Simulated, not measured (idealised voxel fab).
Process module name: voxel self aligned contacts
Cross-section cut: width 245 nm, square cells of 5 nm.
Heads up, the way a cross-section reads in here is a grid of square cells, handed over as bands from the top down, with every band being one or more rows of cells. Each band's line starts with the height of the band's top and of its bottom, in nm. Then come its materials from left to right, each with its width in nm. One material with "everywhere" fills the band from edge to edge. "air" is empty space. Height 0 is the level under which the wafer as received is all one material. The lowest band goes on downwards, as in "from 0 down". Width spec "30->40" -> top row of cells at first value, bottom row at second value, equal per-row change in between. What does "all unchanged" mean for a step? It means no cell of the cross-section changed in that step. Under "Sealed internal cavities" you'll find the enclosed gaps, the ones with no way out to the top, that are 8 cells or bigger; each reads width x height at distance, with distance counted from the left edge, everything in nm. Formally, on a step line, whatever follows the settings is a remark that the simulator itself makes on the step. A step's line can hold "overlay nm"; with a mask on that step, the setting says how far right of the planned place the mask lay, while a negative setting says it lay to the left.

# Listed below are the process steps as planned
1) RECEIVE [material Si]
2) CONFORMAL_DEP [material SiO2] [thk nm 5]
3) DIRECTIONAL_DEP [material polySi] [thk nm 20]
4) DIRECTIONAL_DEP [material SiN] [thk nm 20]
5) PATTERN [tone cover] [mask id GATE] [material resist] [width nm 35] [pitch nm 70] [thk nm 20] [overlay nm 0]
6) DIRECTIONAL_ETCH [etch materials SiN] [depth nm 20]
7) DIRECTIONAL_ETCH [etch materials polySi] [depth nm 20]
8) STRIP [etch materials resist]
9) CONFORMAL_DEP [material SiN] [thk nm 5]
10) DIRECTIONAL_ETCH [etch materials SiN] [depth nm 5]
11) FILL_DEP [material SiO2] [thk nm 10]
12) CMP [height nm 50]
13) DIRECTIONAL_DEP [material aC] [thk nm 15]
14) PATTERN [tone open] [mask id CONTACT] [material resist] [width nm 45] [pitch nm 70] [thk nm 35] [overlay nm 0]
15) DIRECTIONAL_ETCH [etch materials aC] [depth nm 15]
16) STRIP [etch materials resist]
17) DIRECTIONAL_ETCH [etch materials SiO2] [depth nm 50]
18) STRIP [etch materials aC]
19) CONFORMAL_DEP [material TiN] [thk nm 5]
20) FILL_DEP [material W] [thk nm 5]
21) CMP [height nm 50]
22) CONFORMAL_DEP [material SiCN] [thk nm 5]

# So this is the incoming wafer in cross-section - it's already been through step 1
from 0 down = Si everywhere
Sealed internal cavities: none

# Post-module cross-section of the first of two wafers (run per plan)
from 55 to 50 = SiCN everywhere
from 50 to 45 = SiO2 65 nm; TiN 15 nm; W 15 nm; TiN 15 nm; SiO2 25 nm; TiN 15 nm; W 15 nm; TiN 15 nm; SiO2 65 nm
from 45 to 25 = SiO2 30 nm; SiN 45 nm; TiN 5 nm; W 15 nm; TiN 5 nm; SiN 45 nm; TiN 5 nm; W 15 nm; TiN 5 nm; SiN 45 nm; SiO2 30 nm
from 25 to 5 = SiO2 30 nm; SiN 5 nm; polySi 35 nm; SiN 5 nm; TiN 5 nm; W 15 nm; TiN 5 nm; SiN 5 nm; polySi 35 nm; SiN 5 nm; TiN 5 nm; W 15 nm; TiN 5 nm; SiN 5 nm; polySi 35 nm; SiN 5 nm; SiO2 30 nm
from 5 to 0 = SiO2 75 nm; TiN 25 nm; SiO2 45 nm; TiN 25 nm; SiO2 75 nm
from 0 down = Si everywhere
Sealed internal cavities: none

# Cross-section, second wafer: same start as the first, same plan as the first, one mistake in running it; taken at the end of the module
from 55 to 50 = SiCN everywhere
from 50 to 45 = SiO2 65 nm; TiN 15 nm; W 15 nm; TiN 15 nm; SiO2 25 nm; TiN 15 nm; W 15 nm; TiN 15 nm; SiO2 65 nm
from 45 to 25 = SiO2 30 nm; SiN 45 nm; TiN 5 nm; W 15 nm; TiN 5 nm; SiN 45 nm; TiN 5 nm; W 15 nm; TiN 5 nm; SiN 45 nm; SiO2 30 nm
from 25 to 20 = SiO2 75 nm; TiN 25 nm; SiO2 45 nm; TiN 25 nm; SiO2 75 nm
from 20 to 0 = polySi everywhere
from 0 down = Si everywhere
Sealed internal cavities: none
Error vs. plan: contrary to the plan, steps 2 and 3 were processed in exchanged order
Counted in cells at the end, the second wafer holds more or fewer of these materials than the first: 24 fewer of SiN, 48 fewer of SiO2, 16 fewer of TiN, 24 fewer of W, 112 more of polySi
